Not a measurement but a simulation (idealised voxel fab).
Name of the process module below: voxel self aligned contacts
Pictured: cross-section cut, 290 nm wide, on a grid of 5 nm square cells.
In this document a cross-section is written as a grid of square cells. It is given as a series of bands, listed from the top down, and a band is one or more rows of cells.
Heights first: top, then bottom, in nm. Then materials, left to right, each with a width in nm. "edge to edge" on a single material: fills the band edge to edge. "air": empty space.
Height 0 is the level under which the wafer as received is all one material. The lowest band goes on downwards, as in "0 and below".
Width: "30->40" (first number = top row, second number = bottom row, same change from row to row of cells).
Step note "remains unaltered" = no cross-section cell changed.
This entry, "Closed internal cavities", enumerates those empty regions of no fewer than 8 cells that possess no open connection to the top. Each region is reported in the form width x height at distance, the distance being taken from the left edge, with all three quantities expressed in nm.
The remark found on a step's line after its settings is issued by the simulator itself and pertains to that step.
"overlay nm" denotes, for a step that has a mask, the displacement of the mask to the right of its planned place, with negative values corresponding to the left.
# Process steps foreseen in the plan
1 RECEIVE [material Si]
2 OXIDIZE [depth nm 5]
3 DIRECTIONAL_DEP [material polySi] [thk nm 25]
4 DIRECTIONAL_DEP [material SiN] [thk nm 20]
5 DIRECTIONAL_DEP [material aC] [thk nm 15]
6 PATTERN [tone cover] [mask id GATE] [material resist] [width nm 25] [pitch nm 70] [thk nm 30] [overlay nm 0]
7 DIRECTIONAL_ETCH [etch materials aC] [depth nm 15]
8 STRIP [etch materials resist]
9 DIRECTIONAL_ETCH [etch materials SiN] [depth nm 20]
10 DIRECTIONAL_ETCH [etch materials polySi] [depth nm 25]
11 STRIP [etch materials aC]
12 CONFORMAL_DEP [material SiN] [thk nm 10]
13 DIRECTIONAL_ETCH [etch materials SiN] [depth nm 10]
14 FILL_DEP [material SiO2] [thk nm 20]
15 CMP [height nm 55]
16 MASKED_ETCH [tone open] [mask id CONTACT] [width nm 55] [etch materials SiO2] [depth nm 60] [overlay nm 0]
17 CONFORMAL_DEP [material TiN] [thk nm 5]
18 FILL_DEP [material W] [thk nm 10]
19 CMP [height nm 55]
20 CONFORMAL_DEP [material SiN] [thk nm 5]
# What follows covers the first of two wafers; it ran as planned
# Step 1 complete: cross-section of the wafer as received
  0 and below: Si edge to edge
  Closed internal cavities: none
# State of the wafer after step 2, shown in cross-section
  0 down to -5: SiO2 edge to edge
  Below -5 it's all the same as before, nothing changed down there.
# State of the wafer after step 3, shown in cross-section
  25 down to 0: polySi edge to edge
  Below 0 it's all the same as before, nothing changed down there.
# State of the wafer after step 4, shown in cross-section
  45 down to 25: SiN edge to edge
  Below 25 it's all the same as before, nothing changed down there.
# State of the wafer after step 5, shown in cross-section
  60 down to 45: aC edge to edge
  Below 45 it's all the same as before, nothing changed down there.
# State of the wafer after step 6, shown in cross-section
  90 down to 60: 95 air, 25 resist, 45 air, 25 resist, 100 air
  Below 60 it's all the same as before, nothing changed down there.
# State of the wafer after step 7, shown in cross-section
  75 down to 60: 95 air, 25 resist, 45 air, 25 resist, 100 air
  60 down to 45: 95 air, 25 aC, 45 air, 25 aC, 100 air
  Below 45 it's all the same as before, nothing changed down there.
# State of the wafer after step 8, shown in cross-section
  60 down to 45: 95 air, 25 aC, 45 air, 25 aC, 100 air
  Below 45 it's all the same as before, nothing changed down there.
# State of the wafer after step 9, shown in cross-section
  60 down to 45: 95 air, 25 aC, 45 air, 25 aC, 100 air
  45 down to 25: 95 air, 25 SiN, 45 air, 25 SiN, 100 air
  Below 25 it's all the same as before, nothing changed down there.
# State of the wafer after step 10, shown in cross-section
  60 down to 45: 95 air, 25 aC, 45 air, 25 aC, 100 air
  45 down to 25: 95 air, 25 SiN, 45 air, 25 SiN, 100 air
  25 down to 0: 95 air, 25 polySi, 45 air, 25 polySi, 100 air
  Below 0 it's all the same as before, nothing changed down there.
# State of the wafer after step 11, shown in cross-section
  45 down to 25: 95 air, 25 SiN, 45 air, 25 SiN, 100 air
  Below 25 it's all the same as before, nothing changed down there.
# State of the wafer after step 12, shown in cross-section
  55 down to 25: 85 air, 45 SiN, 25 air, 45 SiN, 90 air
  25 down to 10: 85 air, 10 SiN, 25 polySi, 10 SiN, 25 air, 10 SiN, 25 polySi, 10 SiN, 90 air
  10 down to 0: 95 SiN, 25 polySi, 45 SiN, 25 polySi, 100 SiN
  Below 0 it's all the same as before, nothing changed down there.
# State of the wafer after step 13, shown in cross-section
  45 down to 25: 85 air, 45 SiN, 25 air, 45 SiN, 90 air
  25 down to 0: 85 air, 10 SiN, 25 polySi, 10 SiN, 25 air, 10 SiN, 25 polySi, 10 SiN, 90 air
  Below 0 it's all the same as before, nothing changed down there.
# State of the wafer after step 14, shown in cross-section
  65 down to 45: SiO2 edge to edge
  45 down to 25: 85 SiO2, 45 SiN, 25 SiO2, 45 SiN, 90 SiO2
  25 down to 0: 85 SiO2, 10 SiN, 25 polySi, 10 SiN, 25 SiO2, 10 SiN, 25 polySi, 10 SiN, 90 SiO2
  Below 0 it's all the same as before, nothing changed down there.
# State of the wafer after step 15, shown in cross-section
  55 down to 45: SiO2 edge to edge
  Below 45 it's all the same as before, nothing changed down there.
# State of the wafer after step 16, shown in cross-section
  55 down to 45: 115 SiO2, 55 air, 120 SiO2
  45 down to 25: 85 SiO2, 45 SiN, 25 air, 45 SiN, 90 SiO2
  25 down to 0: 85 SiO2, 10 SiN, 25 polySi, 10 SiN, 25 air, 10 SiN, 25 polySi, 10 SiN, 90 SiO2
  0 down to -5: 130 SiO2, 25 air, 135 SiO2
  Below -5 it's all the same as before, nothing changed down there.
# State of the wafer after step 17, shown in cross-section
  60 down to 55: 120 TiN, 45 air, 125 TiN
  55 down to 45: 115 SiO2, 5->20 TiN, 45->15 air, 5->20 TiN, 120 SiO2
  45 down to 25: 85 SiO2, 45 SiN, 5 TiN, 15 air, 5 TiN, 45 SiN, 90 SiO2
  25 down to 0: 85 SiO2, 10 SiN, 25 polySi, 10 SiN, 5 TiN, 15 air, 5 TiN, 10 SiN, 25 polySi, 10 SiN, 90 SiO2
  0 down to -5: 130 SiO2, 25 TiN, 135 SiO2
  Below -5 it's all the same as before, nothing changed down there.
# State of the wafer after step 18, shown in cross-section
  70 down to 60: W edge to edge
  60 down to 55: 120 TiN, 45 W, 125 TiN
  55 down to 45: 115 SiO2, 5->20 TiN, 45->15 W, 5->20 TiN, 120 SiO2
  45 down to 25: 85 SiO2, 45 SiN, 5 TiN, 15 W, 5 TiN, 45 SiN, 90 SiO2
  25 down to 0: 85 SiO2, 10 SiN, 25 polySi, 10 SiN, 5 TiN, 15 W, 5 TiN, 10 SiN, 25 polySi, 10 SiN, 90 SiO2
  Below 0 it's all the same as before, nothing changed down there.
# State of the wafer after step 19, shown in cross-section
  55 down to 45: 115 SiO2, 5->20 TiN, 45->15 W, 5->20 TiN, 120 SiO2
  Below 45 it's all the same as before, nothing changed down there.
# State of the wafer after step 20, shown in cross-section
  60 down to 55: SiN edge to edge
  Below 55 it's all the same as before, nothing changed down there.
# Second wafer, same starting conditions and recipe as the first, one mistake in executing it, nothing differs from the first up to and including step 11
# Cross-section of the second wafer when, according to plan, step 12 should have finished
  35 down to 25: 95 air, 25 SiN, 45 air, 25 SiN, 100 air
  Below 25 it's all the same as before, nothing changed down there.
# Cross-section of the second wafer when, according to plan, step 13 should have finished
  45 down to 25: 85 air, 45 SiN, 25 air, 45 SiN, 90 air
  25 down to 10: 85 air, 10 SiN, 25 polySi, 10 SiN, 25 air, 10 SiN, 25 polySi, 10 SiN, 90 air
  10 down to 0: 95 SiN, 25 polySi, 45 SiN, 25 polySi, 100 SiN
  Below 0 it's all the same as before, nothing changed down there.
# Cross-section of the second wafer when, according to plan, step 14 should have finished
  65 down to 45: SiO2 edge to edge
  45 down to 25: 85 SiO2, 45 SiN, 25 SiO2, 45 SiN, 90 SiO2
  25 down to 10: 85 SiO2, 10 SiN, 25 polySi, 10 SiN, 25 SiO2, 10 SiN, 25 polySi, 10 SiN, 90 SiO2
  Below 10 it's all the same as before, nothing changed down there.
# Cross-section of the second wafer when, according to plan, step 15 should have finished
  55 down to 45: SiO2 edge to edge
  Below 45 it's all the same as before, nothing changed down there.
# Cross-section of the second wafer when, according to plan, step 16 should have finished
  55 down to 45: 115 SiO2, 55 air, 120 SiO2
  45 down to 25: 85 SiO2, 45 SiN, 25 air, 45 SiN, 90 SiO2
  25 down to 10: 85 SiO2, 10 SiN, 25 polySi, 10 SiN, 25 air, 10 SiN, 25 polySi, 10 SiN, 90 SiO2
  Below 10 it's all the same as before, nothing changed down there.
# Cross-section of the second wafer when, according to plan, step 17 should have finished
  60 down to 55: 120 TiN, 45 air, 125 TiN
  55 down to 45: 115 SiO2, 5->20 TiN, 45->15 air, 5->20 TiN, 120 SiO2
  45 down to 25: 85 SiO2, 45 SiN, 5 TiN, 15 air, 5 TiN, 45 SiN, 90 SiO2
  25 down to 15: 85 SiO2, 10 SiN, 25 polySi, 10 SiN, 5 TiN, 15 air, 5 TiN, 10 SiN, 25 polySi, 10 SiN, 90 SiO2
  15 down to 10: 85 SiO2, 10 SiN, 25 polySi, 10 SiN, 25 TiN, 10 SiN, 25 polySi, 10 SiN, 90 SiO2
  Below 10 it's all the same as before, nothing changed down there.
# Cross-section of the second wafer when, according to plan, step 18 should have finished
  70 down to 60: W edge to edge
  60 down to 55: 120 TiN, 45 W, 125 TiN
  55 down to 45: 115 SiO2, 5->20 TiN, 45->15 W, 5->20 TiN, 120 SiO2
  45 down to 25: 85 SiO2, 45 SiN, 5 TiN, 15 W, 5 TiN, 45 SiN, 90 SiO2
  25 down to 15: 85 SiO2, 10 SiN, 25 polySi, 10 SiN, 5 TiN, 15 W, 5 TiN, 10 SiN, 25 polySi, 10 SiN, 90 SiO2
  Below 15 it's all the same as before, nothing changed down there.
# Cross-section of the second wafer when, according to plan, step 19 should have finished
  55 down to 45: 115 SiO2, 5->20 TiN, 45->15 W, 5->20 TiN, 120 SiO2
  Below 45 it's all the same as before, nothing changed down there.
# Cross-section of the second wafer when, according to plan, step 20 should have finished
  60 down to 55: SiN edge to edge
  Below 55 it's all the same as before, nothing changed down there.
So what did we get wrong on this run? steps 12 and 13 run out of order (swapped)
End check, counted in cells, second wafer has more or fewer of these materials than the first: SiN: 80 more | SiO2: 65 fewer | TiN: 6 fewer | W: 9 fewer
